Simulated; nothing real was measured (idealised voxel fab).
This section sets out a process module, namely voxel self aligned contacts.
For reference, the cross-section in this document is cut, with width 285 nm and square cells of 5 nm.
For the purposes of this document, a cross-section shall be understood as a grid of square cells, specified as bands listed in top-to-bottom order, each band consisting of one or more rows of cells.
The band entry comprises the height of the band's top followed by the height of its bottom, expressed in nm, and subsequently the band's materials from left to right, each stated together with its width in nm. Where a single material is marked with the word "everywhere", that material fills the band from edge to edge. The word "blank" represents empty space.
Height reference: 0 = level under which incoming wafer is all one material. Lowest band: no bottom, runs on downward, e.g. "0 and below".
Quick explanation for "30->40": the width changes in equal steps down the rows of cells, from the first number in the band's top row to the second number in its bottom row.
Where the words "identical to before" appear for a step, the cross-section shows no cell changed by that step; every cell remained as before.
The list in "Sealed cavities" covers empty spaces of 8 cells or more that cannot reach the top through any open way, and it gives each as width x height at distance; the distance is from the left edge, and width, height and distance are in nm.
Step line, after settings: the simulator's comment on this step.
For masked steps, "overlay nm" on the step line gives how far right of plan the mask actually lay; a minus sign means it lay to the left.
# Planned process steps
1. RECEIVE [material Si]
2. OXIDIZE [depth nm 5]
3. DIRECTIONAL_DEP [material polySi] [thk nm 25]
4. DIRECTIONAL_DEP [material SiN] [thk nm 15]
5. DIRECTIONAL_DEP [material aC] [thk nm 15]
6. PATTERN [tone cover] [mask id GATE] [material resist] [width nm 25] [pitch nm 55] [thk nm 30] [overlay nm 0]
7. DIRECTIONAL_ETCH [etch materials aC] [depth nm 15]
8. STRIP [etch materials resist]
9. DIRECTIONAL_ETCH [etch materials SiN] [depth nm 15]
10. DIRECTIONAL_ETCH [etch materials polySi] [depth nm 25]
11. STRIP [etch materials aC]
12. CONFORMAL_DEP [material SiN] [thk nm 5]
13. DIRECTIONAL_ETCH [etch materials SiN] [depth nm 5]
14. FILL_DEP [material SiO2] [thk nm 10]
15. CMP [height nm 45]
16. MASKED_ETCH [tone open] [mask id CONTACT] [width nm 40] [pitch nm 55] [etch materials SiO2] [depth nm 50] [overlay nm 0]
17. CONFORMAL_DEP [material TiN] [thk nm 5]
18. FILL_DEP [material W] [thk nm 5]
19. CMP [height nm 45]
20. CONFORMAL_DEP [material SiN] [thk nm 5]
# As-received wafer cross-section (after step 1)
	0 and below  Si everywhere
	Sealed cavities: none
# End state of the module in cross-section, given the above starting point and plan and one mistake in execution
	50 down to 45  SiN everywhere
	45 down to 40  95 of SiO2  10 of TiN  20 of W  10 of TiN  15 of SiO2  10 of TiN  20 of W  10 of TiN  95 of SiO2
	40 down to 25  75 of SiO2  25 of SiN  5 of TiN  20 of W  5 of TiN  25 of SiN  5 of TiN  20 of W  5 of TiN  25 of SiN  75 of SiO2
	25 down to 0  75 of SiO2  5 of SiN  15 of polySi  5 of SiN  5 of TiN  20 of W  5 of TiN  5 of SiN  15 of polySi  5 of SiN  5 of TiN  20 of W  5 of TiN  5 of SiN  15 of polySi  5 of SiN  75 of SiO2
	0 down to -5  100 of SiO2  30 of TiN  25 of SiO2  30 of TiN  100 of SiO2
	-5 and below  Si everywhere
	Sealed cavities: none
Against the plan, the run slipped here: step 6: run off-plan, actual operation and settings PATTERN [tone cover] [mask id GATE] [material resist] [width nm 15] [pitch nm 55] [thk nm 30] [overlay nm 0]
